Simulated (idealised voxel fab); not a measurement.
A process module follows: voxel transistor to metal.
In the cross-section labelled cut, the width is 190 nm and each square cell is 5 nm.
Notation: cross-section as square-cell grid; stated in bands, top first, going down; one or more cell rows per band.
Heights first: top, then bottom, in nm. Then materials, left to right, each with a width in nm. "edge to edge" on a single material: fills the band edge to edge. "air": empty space.
Heads up on the height convention: 0 is the point under which the incoming wafer is all one material, and the lowest band has no bottom, it just keeps going down, like "0 down".
Width: "30->40" (first number = top row, second number = bottom row, same change from row to row of cells).
For the purposes of this document, the phrase "nothing was modified" attached to a step denotes that no cell within the cross-section was modified by that step.
Reported under the label "Enclosed voids" are the empty spaces having no open way to the top and comprising 8 cells or more; the notation for each is width x height at distance, in which the distance is measured from the left edge and all three values are in nm.
Read whatever lies past the settings on a step's line as the simulator's own remark about the step.
"overlay nm" denotes, for a step that has a mask, the displacement of the mask to the right of its planned place, with negative values corresponding to the left.
plan
1. RECEIVE,material Si
2. CONFORMAL_DEP,material SiO2,thk nm 5
3. CONFORMAL_DEP,material SiN,thk nm 15
4. PATTERN,tone cover,mask id ACTIVE,material resist,width nm 115,thk nm 20,overlay nm 0
5. DIRECTIONAL_ETCH,etch materials SiN,depth nm 15
6. DIRECTIONAL_ETCH,etch materials SiO2,depth nm 5
7. DIRECTIONAL_ETCH,etch materials Si,depth nm 35
8. STRIP,etch materials resist
9. FILL_DEP,material SiO2,thk nm 10
10. CMP,height nm 20
11. SELECTIVE_ETCH,etch materials SiO2,depth nm 15
12. STRIP,etch materials SiN
13. SELECTIVE_ETCH,etch materials SiO2,depth nm 5
14. OXIDIZE,depth nm 5
15. DIRECTIONAL_DEP,material polySi,thk nm 25
16. DIRECTIONAL_DEP,material SiCN,thk nm 15
17. DIRECTIONAL_DEP,material aC,thk nm 15
18. PATTERN,tone cover,mask id GATE,material resist,width nm 25,thk nm 30,overlay nm 0
19. DIRECTIONAL_ETCH,etch materials aC,depth nm 15
20. STRIP,etch materials resist
21. DIRECTIONAL_ETCH,etch materials SiCN,depth nm 25
22. DIRECTIONAL_ETCH,etch materials polySi,depth nm 35
23. STRIP,etch materials aC
24. CONFORMAL_DEP,material SiO2,thk nm 5
25. DIRECTIONAL_ETCH,etch materials SiO2,depth nm 5
26. CONFORMAL_DEP,material SiN,thk nm 10
27. DIRECTIONAL_ETCH,etch materials SiN,depth nm 10
28. DIRECTIONAL_ETCH,etch materials SiO2,depth nm 5
29. EPI,material nSi,thk nm 5
30. FILL_DEP,material SiO2,thk nm 10
31. CMP,height nm 40
32. DIRECTIONAL_DEP,material SiO2,thk nm 10
33. DIRECTIONAL_DEP,material aC,thk nm 10
34. PATTERN,tone open,mask id CONTACT,material resist,width nm 20,pitch nm 75,thk nm 25,overlay nm 0
35. DIRECTIONAL_ETCH,etch materials aC,depth nm 10
36. STRIP,etch materials resist
37. DIRECTIONAL_ETCH,etch materials SiO2,depth nm 50
38. STRIP,etch materials aC
39. CONFORMAL_DEP,material TiN,thk nm 5
40. FILL_DEP,material Ru,thk nm 5
41. CMP,height nm 50
42. DIRECTIONAL_DEP,material TiN,thk nm 5
43. DIRECTIONAL_DEP,material W,thk nm 20
44. MASKED_ETCH,tone cover,mask id METAL_1,width nm 20,pitch nm 75,etch materials W,depth nm 20,overlay nm 0
45. MASKED_ETCH,tone cover,mask id METAL_1,width nm 20,pitch nm 75,etch materials TiN,depth nm 5,overlay nm 0
46. FILL_DEP,material SiO2,thk nm 5
47. CMP,height nm 75
48. CONFORMAL_DEP,material SiCN,thk nm 5
49. DIRECTIONAL_DEP,material lowk,thk nm 35
50. MASKED_ETCH,tone open,mask id METAL_2,width nm 20,pitch nm 75,etch materials lowk,depth nm 20,overlay nm 0
51. PATTERN,tone open,mask id METAL_2_HOLES,material resist,width nm 15,pitch nm 75,thk nm 15,overlay nm 0
52. DIRECTIONAL_ETCH,etch materials lowk,depth nm 15
53. DIRECTIONAL_ETCH,etch materials SiCN,depth nm 5
54. STRIP,etch materials resist
55. CONFORMAL_DEP,material TiN,thk nm 5
56. FILL_DEP,material Ru,thk nm 10
57. CMP,height nm 115
58. CONFORMAL_DEP,material SiCN,thk nm 5
Below: the first of two wafers, run as planned
Shown in cross-section is the wafer as received, that is, as it stands after step 1
    0 down  Si edge to edge
    Enclosed voids: none
Cross-section: wafer state after step 2
    5 to 0  SiO2 edge to edge
    Everything below 0 is unchanged.
Cross-section: wafer state after step 3
    20 to 5  SiN edge to edge
    Everything below 5 is unchanged.
Cross-section: wafer state after step 4
    40 to 20  air 35; resist 115; air 40
    Everything below 20 is unchanged.
Cross-section: wafer state after step 5
    40 to 20  air 35; resist 115; air 40
    20 to 5  air 35; SiN 115; air 40
    Everything below 5 is unchanged.
Cross-section: wafer state after step 6
    40 to 20  air 35; resist 115; air 40
    20 to 5  air 35; SiN 115; air 40
    5 to 0  air 35; SiO2 115; air 40
    Everything below 0 is unchanged.
Cross-section: wafer state after step 7
    40 to 20  air 35; resist 115; air 40
    20 to 5  air 35; SiN 115; air 40
    5 to 0  air 35; SiO2 115; air 40
    0 to -35  air 35; Si 115; air 40
    Everything below -35 is unchanged.
Cross-section: wafer state after step 8
    20 to 5  air 35; SiN 115; air 40
    Everything below 5 is unchanged.
Cross-section: wafer state after step 9
    30 to 20  SiO2 edge to edge
    20 to 5  SiO2 35; SiN 115; SiO2 40
    5 to 0  SiO2 edge to edge
    0 to -35  SiO2 35; Si 115; SiO2 40
    Everything below -35 is unchanged.
Cross-section: wafer state after step 10
    20 to 5  SiO2 35; SiN 115; SiO2 40
    Everything below 5 is unchanged.
Cross-section: wafer state after step 11
    20 to 5  air 35; SiN 115; air 40
    Everything below 5 is unchanged.
Cross-section: wafer state after step 12
    5 to 0  SiO2 edge to edge
    Everything below 0 is unchanged.
Cross-section: wafer state after step 13
    0 to -35  SiO2 35; Si 115; SiO2 40
    Everything below -35 is unchanged.
Cross-section: wafer state after step 14
    0 to -5  SiO2 edge to edge
    Everything below -5 is unchanged.
Cross-section: wafer state after step 15
    25 to 0  polySi edge to edge
    Everything below 0 is unchanged.
Cross-section: wafer state after step 16
    40 to 25  SiCN edge to edge
    Everything below 25 is unchanged.
Cross-section: wafer state after step 17
    55 to 40  aC edge to edge
    Everything below 40 is unchanged.
Cross-section: wafer state after step 18
    85 to 55  air 80; resist 25; air 85
    Everything below 55 is unchanged.
Cross-section: wafer state after step 19
    70 to 55  air 80; resist 25; air 85
    55 to 40  air 80; aC 25; air 85
    Everything below 40 is unchanged.
Cross-section: wafer state after step 20
    55 to 40  air 80; aC 25; air 85
    Everything below 40 is unchanged.
Cross-section: wafer state after step 21
    55 to 40  air 80; aC 25; air 85
    40 to 25  air 80; SiCN 25; air 85
    Everything below 25 is unchanged.
Cross-section: wafer state after step 22
    55 to 40  air 80; aC 25; air 85
    40 to 25  air 80; SiCN 25; air 85
    25 to 0  air 80; polySi 25; air 85
    Everything below 0 is unchanged.
Cross-section: wafer state after step 23
    40 to 25  air 80; SiCN 25; air 85
    Everything below 25 is unchanged.
Cross-section: wafer state after step 24
    45 to 40  air 75; SiO2 35; air 80
    40 to 25  air 75; SiO2 5; SiCN 25; SiO2 5; air 80
    25 to 5  air 75; SiO2 5; polySi 25; SiO2 5; air 80
    5 to 0  SiO2 80; polySi 25; SiO2 85
    Everything below 0 is unchanged.
Cross-section: wafer state after step 25
    40 to 25  air 75; SiO2 5; SiCN 25; SiO2 5; air 80
    25 to 0  air 75; SiO2 5; polySi 25; SiO2 5; air 80
    Everything below 0 is unchanged.
Cross-section: wafer state after step 26
    50 to 40  air 65; SiN 55; air 70
    40 to 25  air 65; SiN 10; SiO2 5; SiCN 25; SiO2 5; SiN 10; air 70
    25 to 10  air 65; SiN 10; SiO2 5; polySi 25; SiO2 5; SiN 10; air 70
    10 to 0  SiN 75; SiO2 5; polySi 25; SiO2 5; SiN 80
    Everything below 0 is unchanged.
Cross-section: wafer state after step 27
    40 to 25  air 65; SiN 10; SiO2 5; SiCN 25; SiO2 5; SiN 10; air 70
    25 to 0  air 65; SiN 10; SiO2 5; polySi 25; SiO2 5; SiN 10; air 70
    Everything below 0 is unchanged.
Cross-section: wafer state after step 28
    40 to 35  air 65; SiN 10; air 5; SiCN 25; air 5; SiN 10; air 70
    35 to 25  air 65; SiN 10; SiO2 5; SiCN 25; SiO2 5; SiN 10; air 70
    25 to 0  air 65; SiN 10; SiO2 5; polySi 25; SiO2 5; SiN 10; air 70
    0 to -5  air 65; SiO2 55; air 70
    Everything below -5 is unchanged.
Cross-section: wafer state after step 29
    40 to 35  air 65; SiN 10; air 5; SiCN 25; air 5; SiN 10; air 70
    35 to 25  air 65; SiN 10; SiO2 5; SiCN 25; SiO2 5; SiN 10; air 70
    25 to 0  air 65; SiN 10; SiO2 5; polySi 25; SiO2 5; SiN 10; air 70
    0 to -5  air 30; nSi 35; SiO2 55; nSi 35; air 35
    Everything below -5 is unchanged.
Cross-section: wafer state after step 30
    50 to 40  SiO2 edge to edge
    40 to 25  SiO2 65; SiN 10; SiO2 5; SiCN 25; SiO2 5; SiN 10; SiO2 70
    25 to 0  SiO2 65; SiN 10; SiO2 5; polySi 25; SiO2 5; SiN 10; SiO2 70
    0 to -5  SiO2 30; nSi 35; SiO2 55; nSi 35; SiO2 35
    Everything below -5 is unchanged.
Cross-section: wafer state after step 31
    40 to 25  SiO2 65; SiN 10; SiO2 5; SiCN 25; SiO2 5; SiN 10; SiO2 70
    Everything below 25 is unchanged.
Cross-section: wafer state after step 32
    50 to 40  SiO2 edge to edge
    Everything below 40 is unchanged.
Cross-section: wafer state after step 33
    60 to 50  aC edge to edge
    Everything below 50 is unchanged.
Cross-section: wafer state after step 34
    85 to 60  resist 45; air 20; resist 55; air 20; resist 50
    Everything below 60 is unchanged.
Cross-section: wafer state after step 35
    75 to 60  resist 45; air 20; resist 55; air 20; resist 50
    60 to 50  aC 45; air 20; aC 55; air 20; aC 50
    Everything below 50 is unchanged.
Cross-section: wafer state after step 36
    60 to 50  aC 45; air 20; aC 55; air 20; aC 50
    Everything below 50 is unchanged.
Cross-section: wafer state after step 37
    60 to 50  aC 45; air 20; aC 55; air 20; aC 50
    50 to 40  SiO2 45; air 20; SiO2 55; air 20; SiO2 50
    40 to 25  SiO2 45; air 20; SiN 10; SiO2 5; SiCN 25; SiO2 5; SiN 10; air 20; SiO2 50
    25 to 0  SiO2 45; air 20; SiN 10; SiO2 5; polySi 25; SiO2 5; SiN 10; air 20; SiO2 50
    Everything below 0 is unchanged.
Cross-section: wafer state after step 38
    50 to 40  SiO2 45; air 20; SiO2 55; air 20; SiO2 50
    Everything below 40 is unchanged.
Cross-section: wafer state after step 39
    55 to 50  TiN 50; air 10; TiN 65; air 10; TiN 55
    50 to 40  SiO2 45; TiN 5; air 10; TiN 5; SiO2 55; TiN 5; air 10; TiN 5; SiO2 50
    40 to 25  SiO2 45; TiN 5; air 10; TiN 5; SiN 10; SiO2 5; SiCN 25; SiO2 5; SiN 10; TiN 5; air 10; TiN 5; SiO2 50
    25 to 5  SiO2 45; TiN 5; air 10; TiN 5; SiN 10; SiO2 5; polySi 25; SiO2 5; SiN 10; TiN 5; air 10; TiN 5; SiO2 50
    5 to 0  SiO2 45; TiN 20; SiN 10; SiO2 5; polySi 25; SiO2 5; SiN 10; TiN 20; SiO2 50
    Everything below 0 is unchanged.
Cross-section: wafer state after step 40
    60 to 55  Ru edge to edge
    55 to 50  TiN 50; Ru 10; TiN 65; Ru 10; TiN 55
    50 to 40  SiO2 45; TiN 5; Ru 10; TiN 5; SiO2 55; TiN 5; Ru 10; TiN 5; SiO2 50
    40 to 25  SiO2 45; TiN 5; Ru 10; TiN 5; SiN 10; SiO2 5; SiCN 25; SiO2 5; SiN 10; TiN 5; Ru 10; TiN 5; SiO2 50
    25 to 5  SiO2 45; TiN 5; Ru 10; TiN 5; SiN 10; SiO2 5; polySi 25; SiO2 5; SiN 10; TiN 5; Ru 10; TiN 5; SiO2 50
    Everything below 5 is unchanged.
Cross-section: wafer state after step 41
    50 to 40  SiO2 45; TiN 5; Ru 10; TiN 5; SiO2 55; TiN 5; Ru 10; TiN 5; SiO2 50
    Everything below 40 is unchanged.
Cross-section: wafer state after step 42
    55 to 50  TiN edge to edge
    Everything below 50 is unchanged.
Cross-section: wafer state after step 43
    75 to 55  W edge to edge
    Everything below 55 is unchanged.
Cross-section: wafer state after step 44
    75 to 55  air 45; W 20; air 55; W 20; air 50
    Everything below 55 is unchanged.
Cross-section: wafer state after step 45
    75 to 55  air 45; W 20; air 55; W 20; air 50
    55 to 50  air 45; TiN 20; air 55; TiN 20; air 50
    Everything below 50 is unchanged.
Cross-section: wafer state after step 46
    80 to 75  SiO2 edge to edge
    75 to 55  SiO2 45; W 20; SiO2 55; W 20; SiO2 50
    55 to 50  SiO2 45; TiN 20; SiO2 55; TiN 20; SiO2 50
    Everything below 50 is unchanged.
Cross-section: wafer state after step 47
    75 to 55  SiO2 45; W 20; SiO2 55; W 20; SiO2 50
    Everything below 55 is unchanged.
Cross-section: wafer state after step 48
    80 to 75  SiCN edge to edge
    Everything below 75 is unchanged.
Cross-section: wafer state after step 49
    115 to 80  lowk edge to edge
    Everything below 80 is unchanged.
Cross-section: wafer state after step 50
    115 to 95  lowk 45; air 20; lowk 55; air 20; lowk 50
    Everything below 95 is unchanged.
Cross-section: wafer state after step 51
    130 to 115  resist 45; air 15; resist 60; air 15; resist 55
    115 to 95  lowk 45; air 15; resist 5; lowk 55; air 15; resist 5; lowk 50
    Everything below 95 is unchanged.
Cross-section: wafer state after step 52
    130 to 115  resist 45; air 15; resist 60; air 15; resist 55
    115 to 95  lowk 45; air 15; resist 5; lowk 55; air 15; resist 5; lowk 50
    95 to 80  lowk 45; air 15; lowk 60; air 15; lowk 55
    Everything below 80 is unchanged.
Cross-section: wafer state after step 53
    130 to 115  resist 45; air 15; resist 60; air 15; resist 55
    115 to 95  lowk 45; air 15; resist 5; lowk 55; air 15; resist 5; lowk 50
    95 to 80  lowk 45; air 15; lowk 60; air 15; lowk 55
    80 to 75  SiCN 45; air 15; SiCN 60; air 15; SiCN 55
    Everything below 75 is unchanged.
Cross-section: wafer state after step 54
    115 to 95  lowk 45; air 20; lowk 55; air 20; lowk 50
    Everything below 95 is unchanged.
Cross-section: wafer state after step 55
    120 to 115  TiN 50; air 10; TiN 65; air 10; TiN 55
    115 to 100  lowk 45; TiN 5; air 10; TiN 5; lowk 55; TiN 5; air 10; TiN 5; lowk 50
    100 to 95  lowk 45; TiN 5; air 5; TiN 10; lowk 55; TiN 5; air 5; TiN 10; lowk 50
    95 to 80  lowk 45; TiN 5; air 5; TiN 5; lowk 60; TiN 5; air 5; TiN 5; lowk 55
    80 to 75  SiCN 45; TiN 15; SiCN 60; TiN 15; SiCN 55
    Everything below 75 is unchanged.
Cross-section: wafer state after step 56
    130 to 120  Ru edge to edge
    120 to 115  TiN 50; Ru 10; TiN 65; Ru 10; TiN 55
    115 to 100  lowk 45; TiN 5; Ru 10; TiN 5; lowk 55; TiN 5; Ru 10; TiN 5; lowk 50
    100 to 95  lowk 45; TiN 5; Ru 5; TiN 10; lowk 55; TiN 5; Ru 5; TiN 10; lowk 50
    95 to 80  lowk 45; TiN 5; Ru 5; TiN 5; lowk 60; TiN 5; Ru 5; TiN 5; lowk 55
    Everything below 80 is unchanged.
Cross-section: wafer state after step 57
    115 to 100  lowk 45; TiN 5; Ru 10; TiN 5; lowk 55; TiN 5; Ru 10; TiN 5; lowk 50
    Everything below 100 is unchanged.
Cross-section: wafer state after step 58
    120 to 115  SiCN edge to edge
    Everything below 115 is unchanged.
Second of two: same start, same plan, one run error; steps up to and including 1 match the first
What the second wafer looks like in cross-section when step 2 should have wrapped up: nothing was modified
What the second wafer looks like in cross-section when step 3 should have wrapped up
    15 to 0  SiN edge to edge
    Everything below 0 is unchanged.
What the second wafer looks like in cross-section when step 4 should have wrapped up
    35 to 15  air 35; resist 115; air 40
    Everything below 15 is unchanged.
What the second wafer looks like in cross-section when step 5 should have wrapped up
    35 to 15  air 35; resist 115; air 40
    15 to 0  air 35; SiN 115; air 40
    Everything below 0 is unchanged.
What the second wafer looks like in cross-section when step 6 should have wrapped up: nothing was modified
What the second wafer looks like in cross-section when step 7 should have wrapped up
    35 to 15  air 35; resist 115; air 40
    15 to 0  air 35; SiN 115; air 40
    0 to -35  air 35; Si 115; air 40
    Everything below -35 is unchanged.
What the second wafer looks like in cross-section when step 8 should have wrapped up
    15 to 0  air 35; SiN 115; air 40
    Everything below 0 is unchanged.
What the second wafer looks like in cross-section when step 9 should have wrapped up
    25 to 15  SiO2 edge to edge
    15 to 0  SiO2 35; SiN 115; SiO2 40
    0 to -35  SiO2 35; Si 115; SiO2 40
    Everything below -35 is unchanged.
What the second wafer looks like in cross-section when step 10 should have wrapped up
    20 to 15  SiO2 edge to edge
    Everything below 15 is unchanged.
What the second wafer looks like in cross-section when step 11 should have wrapped up
    15 to 5  air 35; SiN 115; air 40
    Everything below 5 is unchanged.
What the second wafer looks like in cross-section when step 12 should have wrapped up
    5 to 0  SiO2 35; air 115; SiO2 40
    Everything below 0 is unchanged.
What the second wafer looks like in cross-section when step 13 should have wrapped up
    0 to -5  SiO2 30; air 5; Si 115; air 5; SiO2 35
    Everything below -5 is unchanged.
What the second wafer looks like in cross-section when step 14 should have wrapped up
    0 to -5  SiO2 30; air 5; SiO2 115; air 5; SiO2 35
    -5 to -10  SiO2 40; Si 105; SiO2 45
    Everything below -10 is unchanged.
What the second wafer looks like in cross-section when step 15 should have wrapped up
    25 to 20  polySi 30; air 5; polySi 115; air 5; polySi 35
    20 to 0  polySi edge to edge
    0 to -5  SiO2 30; polySi 5; SiO2 115; polySi 5; SiO2 35
    Everything below -5 is unchanged.
What the second wafer looks like in cross-section when step 16 should have wrapped up
    40 to 35  SiCN 30; air 5; SiCN 115; air 5; SiCN 35
    35 to 25  SiCN edge to edge
    25 to 20  polySi 30; SiCN 5; polySi 115; SiCN 5; polySi 35
    Everything below 20 is unchanged.
What the second wafer looks like in cross-section when step 17 should have wrapped up
    55 to 50  aC 30; air 5; aC 115; air 5; aC 35
    50 to 40  aC edge to edge
    40 to 35  SiCN 30; aC 5; SiCN 115; aC 5; SiCN 35
    Everything below 35 is unchanged.
What the second wafer looks like in cross-section when step 18 should have wrapped up
    85 to 55  air 80; resist 25; air 85
    Everything below 55 is unchanged.
What the second wafer looks like in cross-section when step 19 should have wrapped up
    70 to 55  air 80; resist 25; air 85
    55 to 40  air 80; aC 25; air 85
    40 to 35  SiCN 30; air 5; SiCN 115; air 5; SiCN 35
    Everything below 35 is unchanged.
What the second wafer looks like in cross-section when step 20 should have wrapped up
    55 to 40  air 80; aC 25; air 85
    Everything below 40 is unchanged.
What the second wafer looks like in cross-section when step 21 should have wrapped up
    55 to 40  air 80; aC 25; air 85
    40 to 25  air 80; SiCN 25; air 85
    25 to 20  polySi 30; air 5; polySi 115; air 5; polySi 35
    Everything below 20 is unchanged.
What the second wafer looks like in cross-section when step 22 should have wrapped up
    55 to 40  air 80; aC 25; air 85
    40 to 25  air 80; SiCN 25; air 85
    25 to 0  air 80; polySi 25; air 85
    0 to -5  SiO2 30; air 5; SiO2 115; air 5; SiO2 35
    Everything below -5 is unchanged.
What the second wafer looks like in cross-section when step 23 should have wrapped up
    40 to 25  air 80; SiCN 25; air 85
    Everything below 25 is unchanged.
What the second wafer looks like in cross-section when step 24 should have wrapped up
    45 to 40  air 75; SiO2 35; air 80
    40 to 25  air 75; SiO2 5; SiCN 25; SiO2 5; air 80
    25 to 5  air 75; SiO2 5; polySi 25; SiO2 5; air 80
    5 to 0  SiO2 80; polySi 25; SiO2 85
    0 to -5  SiO2 edge to edge
    Everything below -5 is unchanged.
What the second wafer looks like in cross-section when step 25 should have wrapped up
    40 to 25  air 75; SiO2 5; SiCN 25; SiO2 5; air 80
    25 to 0  air 75; SiO2 5; polySi 25; SiO2 5; air 80
    Everything below 0 is unchanged.
What the second wafer looks like in cross-section when step 26 should have wrapped up
    50 to 40  air 65; SiN 55; air 70
    40 to 25  air 65; SiN 10; SiO2 5; SiCN 25; SiO2 5; SiN 10; air 70
    25 to 10  air 65; SiN 10; SiO2 5; polySi 25; SiO2 5; SiN 10; air 70
    10 to 0  SiN 75; SiO2 5; polySi 25; SiO2 5; SiN 80
    Everything below 0 is unchanged.
What the second wafer looks like in cross-section when step 27 should have wrapped up
    40 to 25  air 65; SiN 10; SiO2 5; SiCN 25; SiO2 5; SiN 10; air 70
    25 to 0  air 65; SiN 10; SiO2 5; polySi 25; SiO2 5; SiN 10; air 70
    Everything below 0 is unchanged.
What the second wafer looks like in cross-section when step 28 should have wrapped up
    40 to 35  air 65; SiN 10; air 5; SiCN 25; air 5; SiN 10; air 70
    35 to 25  air 65; SiN 10; SiO2 5; SiCN 25; SiO2 5; SiN 10; air 70
    25 to 0  air 65; SiN 10; SiO2 5; polySi 25; SiO2 5; SiN 10; air 70
    0 to -5  air 65; SiO2 55; air 70
    Everything below -5 is unchanged.
What the second wafer looks like in cross-section when step 29 should have wrapped up
    40 to 35  air 65; SiN 10; air 5; SiCN 25; air 5; SiN 10; air 70
    35 to 25  air 65; SiN 10; SiO2 5; SiCN 25; SiO2 5; SiN 10; air 70
    25 to 0  air 65; SiN 10; SiO2 5; polySi 25; SiO2 5; SiN 10; air 70
    0 to -5  air 35; nSi 30; SiO2 55; nSi 30; air 40
    Everything below -5 is unchanged.
What the second wafer looks like in cross-section when step 30 should have wrapped up
    50 to 40  SiO2 edge to edge
    40 to 25  SiO2 65; SiN 10; SiO2 5; SiCN 25; SiO2 5; SiN 10; SiO2 70
    25 to 0  SiO2 65; SiN 10; SiO2 5; polySi 25; SiO2 5; SiN 10; SiO2 70
    0 to -5  SiO2 35; nSi 30; SiO2 55; nSi 30; SiO2 40
    Everything below -5 is unchanged.
What the second wafer looks like in cross-section when step 31 should have wrapped up
    40 to 25  SiO2 65; SiN 10; SiO2 5; SiCN 25; SiO2 5; SiN 10; SiO2 70
    Everything below 25 is unchanged.
What the second wafer looks like in cross-section when step 32 should have wrapped up
    50 to 40  SiO2 edge to edge
    Everything below 40 is unchanged.
What the second wafer looks like in cross-section when step 33 should have wrapped up
    60 to 50  aC edge to edge
    Everything below 50 is unchanged.
What the second wafer looks like in cross-section when step 34 should have wrapped up
    85 to 60  resist 45; air 20; resist 55; air 20; resist 50
    Everything below 60 is unchanged.
What the second wafer looks like in cross-section when step 35 should have wrapped up
    75 to 60  resist 45; air 20; resist 55; air 20; resist 50
    60 to 50  aC 45; air 20; aC 55; air 20; aC 50
    Everything below 50 is unchanged.
What the second wafer looks like in cross-section when step 36 should have wrapped up
    60 to 50  aC 45; air 20; aC 55; air 20; aC 50
    Everything below 50 is unchanged.
What the second wafer looks like in cross-section when step 37 should have wrapped up
    60 to 50  aC 45; air 20; aC 55; air 20; aC 50
    50 to 40  SiO2 45; air 20; SiO2 55; air 20; SiO2 50
    40 to 25  SiO2 45; air 20; SiN 10; SiO2 5; SiCN 25; SiO2 5; SiN 10; air 20; SiO2 50
    25 to 0  SiO2 45; air 20; SiN 10; SiO2 5; polySi 25; SiO2 5; SiN 10; air 20; SiO2 50
    Everything below 0 is unchanged.
What the second wafer looks like in cross-section when step 38 should have wrapped up
    50 to 40  SiO2 45; air 20; SiO2 55; air 20; SiO2 50
    Everything below 40 is unchanged.
What the second wafer looks like in cross-section when step 39 should have wrapped up
    55 to 50  TiN 50; air 10; TiN 65; air 10; TiN 55
    50 to 40  SiO2 45; TiN 5; air 10; TiN 5; SiO2 55; TiN 5; air 10; TiN 5; SiO2 50
    40 to 25  SiO2 45; TiN 5; air 10; TiN 5; SiN 10; SiO2 5; SiCN 25; SiO2 5; SiN 10; TiN 5; air 10; TiN 5; SiO2 50
    25 to 5  SiO2 45; TiN 5; air 10; TiN 5; SiN 10; SiO2 5; polySi 25; SiO2 5; SiN 10; TiN 5; air 10; TiN 5; SiO2 50
    5 to 0  SiO2 45; TiN 20; SiN 10; SiO2 5; polySi 25; SiO2 5; SiN 10; TiN 20; SiO2 50
    Everything below 0 is unchanged.
What the second wafer looks like in cross-section when step 40 should have wrapped up
    60 to 55  Ru edge to edge
    55 to 50  TiN 50; Ru 10; TiN 65; Ru 10; TiN 55
    50 to 40  SiO2 45; TiN 5; Ru 10; TiN 5; SiO2 55; TiN 5; Ru 10; TiN 5; SiO2 50
    40 to 25  SiO2 45; TiN 5; Ru 10; TiN 5; SiN 10; SiO2 5; SiCN 25; SiO2 5; SiN 10; TiN 5; Ru 10; TiN 5; SiO2 50
    25 to 5  SiO2 45; TiN 5; Ru 10; TiN 5; SiN 10; SiO2 5; polySi 25; SiO2 5; SiN 10; TiN 5; Ru 10; TiN 5; SiO2 50
    Everything below 5 is unchanged.
What the second wafer looks like in cross-section when step 41 should have wrapped up
    50 to 40  SiO2 45; TiN 5; Ru 10; TiN 5; SiO2 55; TiN 5; Ru 10; TiN 5; SiO2 50
    Everything below 40 is unchanged.
What the second wafer looks like in cross-section when step 42 should have wrapped up
    55 to 50  TiN edge to edge
    Everything below 50 is unchanged.
What the second wafer looks like in cross-section when step 43 should have wrapped up
    75 to 55  W edge to edge
    Everything below 55 is unchanged.
What the second wafer looks like in cross-section when step 44 should have wrapped up
    75 to 55  air 45; W 20; air 55; W 20; air 50
    Everything below 55 is unchanged.
What the second wafer looks like in cross-section when step 45 should have wrapped up
    75 to 55  air 45; W 20; air 55; W 20; air 50
    55 to 50  air 45; TiN 20; air 55; TiN 20; air 50
    Everything below 50 is unchanged.
What the second wafer looks like in cross-section when step 46 should have wrapped up
    80 to 75  SiO2 edge to edge
    75 to 55  SiO2 45; W 20; SiO2 55; W 20; SiO2 50
    55 to 50  SiO2 45; TiN 20; SiO2 55; TiN 20; SiO2 50
    Everything below 50 is unchanged.
What the second wafer looks like in cross-section when step 47 should have wrapped up
    75 to 55  SiO2 45; W 20; SiO2 55; W 20; SiO2 50
    Everything below 55 is unchanged.
What the second wafer looks like in cross-section when step 48 should have wrapped up
    80 to 75  SiCN edge to edge
    Everything below 75 is unchanged.
What the second wafer looks like in cross-section when step 49 should have wrapped up
    115 to 80  lowk edge to edge
    Everything below 80 is unchanged.
What the second wafer looks like in cross-section when step 50 should have wrapped up
    115 to 95  lowk 45; air 20; lowk 55; air 20; lowk 50
    Everything below 95 is unchanged.
What the second wafer looks like in cross-section when step 51 should have wrapped up
    130 to 115  resist 45; air 15; resist 60; air 15; resist 55
    115 to 95  lowk 45; air 15; resist 5; lowk 55; air 15; resist 5; lowk 50
    Everything below 95 is unchanged.
What the second wafer looks like in cross-section when step 52 should have wrapped up
    130 to 115  resist 45; air 15; resist 60; air 15; resist 55
    115 to 95  lowk 45; air 15; resist 5; lowk 55; air 15; resist 5; lowk 50
    95 to 80  lowk 45; air 15; lowk 60; air 15; lowk 55
    Everything below 80 is unchanged.
What the second wafer looks like in cross-section when step 53 should have wrapped up
    130 to 115  resist 45; air 15; resist 60; air 15; resist 55
    115 to 95  lowk 45; air 15; resist 5; lowk 55; air 15; resist 5; lowk 50
    95 to 80  lowk 45; air 15; lowk 60; air 15; lowk 55
    80 to 75  SiCN 45; air 15; SiCN 60; air 15; SiCN 55
    Everything below 75 is unchanged.
What the second wafer looks like in cross-section when step 54 should have wrapped up
    115 to 95  lowk 45; air 20; lowk 55; air 20; lowk 50
    Everything below 95 is unchanged.
What the second wafer looks like in cross-section when step 55 should have wrapped up
    120 to 115  TiN 50; air 10; TiN 65; air 10; TiN 55
    115 to 100  lowk 45; TiN 5; air 10; TiN 5; lowk 55; TiN 5; air 10; TiN 5; lowk 50
    100 to 95  lowk 45; TiN 5; air 5; TiN 10; lowk 55; TiN 5; air 5; TiN 10; lowk 50
    95 to 80  lowk 45; TiN 5; air 5; TiN 5; lowk 60; TiN 5; air 5; TiN 5; lowk 55
    80 to 75  SiCN 45; TiN 15; SiCN 60; TiN 15; SiCN 55
    Everything below 75 is unchanged.
What the second wafer looks like in cross-section when step 56 should have wrapped up
    130 to 120  Ru edge to edge
    120 to 115  TiN 50; Ru 10; TiN 65; Ru 10; TiN 55
    115 to 100  lowk 45; TiN 5; Ru 10; TiN 5; lowk 55; TiN 5; Ru 10; TiN 5; lowk 50
    100 to 95  lowk 45; TiN 5; Ru 5; TiN 10; lowk 55; TiN 5; Ru 5; TiN 10; lowk 50
    95 to 80  lowk 45; TiN 5; Ru 5; TiN 5; lowk 60; TiN 5; Ru 5; TiN 5; lowk 55
    Everything below 80 is unchanged.
What the second wafer looks like in cross-section when step 57 should have wrapped up
    115 to 100  lowk 45; TiN 5; Ru 10; TiN 5; lowk 55; TiN 5; Ru 10; TiN 5; lowk 50
    Everything below 100 is unchanged.
What the second wafer looks like in cross-section when step 58 should have wrapped up
    120 to 115  SiCN edge to edge
    Everything below 115 is unchanged.
Deviation from plan: no execution of plan step 2; skipped
Final tally in cells, some materials are higher or lower on the second wafer than on the first: 2 fewer of Si, 4 more of SiO2, 2 fewer of nSi
